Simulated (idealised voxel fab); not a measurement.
Process module, titled voxel released beams
FYI the section here is cut, 175 nm wide, cells are 5 nm squares.
Cross-sections here: square-cell grids, written as top-down lists of bands, a band being one or more rows of cells. Band entry format. Leading values: height of top, height of bottom, nm. Remainder: materials in left-to-right order, each with its width in nm. Special words: "full width" on a single material, which then fills the band edge to edge; "empty", empty space. Counting heights begins at 0, where everything beneath is, in the wafer as received, one material. The lowest band has no bottom; it goes on downwards, as "from 0 down" shows. A width such as "30 to 40" changes by the same amount from each row of cells to the next, from the band's top row to its bottom row. No cell of the cross-section changed in a step that is given as "remained the same". Basically, "Enclosed void catalog" tells you about the enclosed voids: empty spaces with no open way to the top, 8 cells or bigger, each written width x height at distance, where distance is from the left edge, all in nm. It should be noted that, on the line of a given step, the content following the step's settings is a remark produced by the simulator itself with respect to that step. overlay nm: on a step with a mask, how far right of its planned place the mask lay; negative means left.

Set out below are the planned steps of the process:
1) RECEIVE with material Si
2) CONFORMAL_DEP with material SiN, thk nm 10
3) DIRECTIONAL_DEP with material SiO2, thk nm 10
4) MASKED_ETCH with tone open, mask id ANCHOR, width nm 25, etch materials SiO2, depth nm 10, overlay nm 0
5) CONFORMAL_DEP with material W, thk nm 10
6) PATTERN with tone cover, mask id BEAM, material resist, width nm 70, thk nm 15, overlay nm 0
7) DIRECTIONAL_ETCH with etch materials W, depth nm 10
8) STRIP with etch materials resist
9) STRIP with etch materials SiO2

Cross-section of the wafer upon arrival, representing the state reached after step 1:
* from 0 down: Si full width
* Enclosed void catalog: none

Here's the wafer cut in cross-section after the module, started and planned just like above, except one thing was done wrong in the run:
* from 30 to 20: empty 50 | W 20 | empty 5 | W 45 | empty 55
* from 20 to 10: empty 60 | W 25 | empty 90
* from 10 to 0: SiN full width
* from 0 down: Si full width
* Enclosed void catalog: none
What was the processing mistake? heads up, step 4 didn't go per plan, it actually ran as MASKED_ETCH with tone open, mask id ANCHOR, width nm 25, etch materials SiO2, depth nm 10, overlay nm 5
